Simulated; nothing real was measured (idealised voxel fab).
process module | voxel fin reveal
cross-section cut | 210 nm wide | cells 5 nm
A cross-section is a grid of square cells, given in bands from the top down. A band is one or more rows of cells.
Each band's line starts with the height of the band's top and of its bottom, in nm. Then come its materials from left to right, each with its width in nm. One material with "throughout" fills the band from edge to edge. "air" is empty space.
Height 0 is the level under which the wafer as received is all one material. The lowest band goes on downwards, as in "0 down".
A width such as "30 to 40" changes by the same amount from each row of cells to the next, from the band's top row to its bottom row.
"no change" after a step means that no cell of the cross-section changed.
closed voids: empty space of 8 cells or more with no open way to the top, each as width x height at its distance from the left edge, in nm
after a step's settings: what the simulator itself notes on the step
overlay nm, on a step with a mask: how far to the right of its planned place the mask lay; to the left if negative
plan
1 op RECEIVE | material Si
2 op CONFORMAL_DEP | material SiN | thk nm 5
3 op PATTERN | tone cover | mask id FINS | material resist | width nm 15 | pitch nm 45 | thk nm 15 | overlay nm 0
4 op DIRECTIONAL_ETCH | etch materials SiN | depth nm 5
5 op DIRECTIONAL_ETCH | etch materials Si | depth nm 35
6 op STRIP | etch materials resist
7 op FILL_DEP | material SiO2 | thk nm 15
8 op CMP | height nm 5
9 op SELECTIVE_ETCH | etch materials SiO2 | depth nm 30
10 op STRIP | etch materials SiN
11 op CONFORMAL_DEP | material HfO2 | thk nm 5
first wafer, as planned
as received, after step 1
  0 down: Si throughout
  closed voids: none
after step 2
  5 to 0: SiN throughout
  below 0: unchanged
after step 3
  20 to 5: air 50 | resist 15 | air 30 | resist 15 | air 30 | resist 15 | air 55
  below 5: unchanged
after step 4
  20 to 5: air 50 | resist 15 | air 30 | resist 15 | air 30 | resist 15 | air 55
  5 to 0: air 50 | SiN 15 | air 30 | SiN 15 | air 30 | SiN 15 | air 55
  below 0: unchanged
after step 5
  20 to 5: air 50 | resist 15 | air 30 | resist 15 | air 30 | resist 15 | air 55
  5 to 0: air 50 | SiN 15 | air 30 | SiN 15 | air 30 | SiN 15 | air 55
  0 to -35: air 50 | Si 15 | air 30 | Si 15 | air 30 | Si 15 | air 55
  below -35: unchanged
after step 6
  5 to 0: air 50 | SiN 15 | air 30 | SiN 15 | air 30 | SiN 15 | air 55
  below 0: unchanged
after step 7
  20 to 5: SiO2 throughout
  5 to 0: SiO2 50 | SiN 15 | SiO2 30 | SiN 15 | SiO2 30 | SiN 15 | SiO2 55
  0 to -35: SiO2 50 | Si 15 | SiO2 30 | Si 15 | SiO2 30 | Si 15 | SiO2 55
  below -35: unchanged
after step 8
  5 to 0: SiO2 50 | SiN 15 | SiO2 30 | SiN 15 | SiO2 30 | SiN 15 | SiO2 55
  below 0: unchanged
after step 9
  5 to 0: air 50 | SiN 15 | air 30 | SiN 15 | air 30 | SiN 15 | air 55
  0 to -25: air 50 | Si 15 | air 30 | Si 15 | air 30 | Si 15 | air 55
  below -25: unchanged
after step 10
  0 to -25: air 50 | Si 15 | air 30 | Si 15 | air 30 | Si 15 | air 55
  below -25: unchanged
after step 11
  5 to 0: air 45 | HfO2 25 | air 20 | HfO2 25 | air 20 | HfO2 25 | air 50
  0 to -20: air 45 | HfO2 5 | Si 15 | HfO2 5 | air 20 | HfO2 5 | Si 15 | HfO2 5 | air 20 | HfO2 5 | Si 15 | HfO2 5 | air 50
  -20 to -25: HfO2 50 | Si 15 | HfO2 30 | Si 15 | HfO2 30 | Si 15 | HfO2 55
  below -25: unchanged
second wafer: like start, like plan, one mistake. Through step 2 it matches the first wafer
when step 3 should have ended
  20 to 5: air 50 | resist 20 | air 25 | resist 20 | air 25 | resist 20 | air 50
  below 5: unchanged
when step 4 should have ended
  20 to 5: air 50 | resist 20 | air 25 | resist 20 | air 25 | resist 20 | air 50
  5 to 0: air 50 | SiN 20 | air 25 | SiN 20 | air 25 | SiN 20 | air 50
  below 0: unchanged
when step 5 should have ended
  20 to 5: air 50 | resist 20 | air 25 | resist 20 | air 25 | resist 20 | air 50
  5 to 0: air 50 | SiN 20 | air 25 | SiN 20 | air 25 | SiN 20 | air 50
  0 to -35: air 50 | Si 20 | air 25 | Si 20 | air 25 | Si 20 | air 50
  below -35: unchanged
when step 6 should have ended
  5 to 0: air 50 | SiN 20 | air 25 | SiN 20 | air 25 | SiN 20 | air 50
  below 0: unchanged
when step 7 should have ended
  20 to 5: SiO2 throughout
  5 to 0: SiO2 50 | SiN 20 | SiO2 25 | SiN 20 | SiO2 25 | SiN 20 | SiO2 50
  0 to -35: SiO2 50 | Si 20 | SiO2 25 | Si 20 | SiO2 25 | Si 20 | SiO2 50
  below -35: unchanged
when step 8 should have ended
  5 to 0: SiO2 50 | SiN 20 | SiO2 25 | SiN 20 | SiO2 25 | SiN 20 | SiO2 50
  below 0: unchanged
when step 9 should have ended
  5 to 0: air 50 | SiN 20 | air 25 | SiN 20 | air 25 | SiN 20 | air 50
  0 to -25: air 50 | Si 20 | air 25 | Si 20 | air 25 | Si 20 | air 50
  below -25: unchanged
when step 10 should have ended
  0 to -25: air 50 | Si 20 | air 25 | Si 20 | air 25 | Si 20 | air 50
  below -25: unchanged
when step 11 should have ended
  5 to 0: air 45 | HfO2 30 | air 15 | HfO2 30 | air 15 | HfO2 30 | air 45
  0 to -20: air 45 | HfO2 5 | Si 20 | HfO2 5 | air 15 | HfO2 5 | Si 20 | HfO2 5 | air 15 | HfO2 5 | Si 20 | HfO2 5 | air 45
  -20 to -25: HfO2 50 | Si 20 | HfO2 25 | Si 20 | HfO2 25 | Si 20 | HfO2 50
  below -25: unchanged
what went wrong: step 3 ran as: op PATTERN | tone cover | mask id FINS | material resist | width nm 20 | pitch nm 45 | thk nm 15 | overlay nm 0
at the end the second wafer has, in cells: 21 more of Si | 6 fewer of SiO2
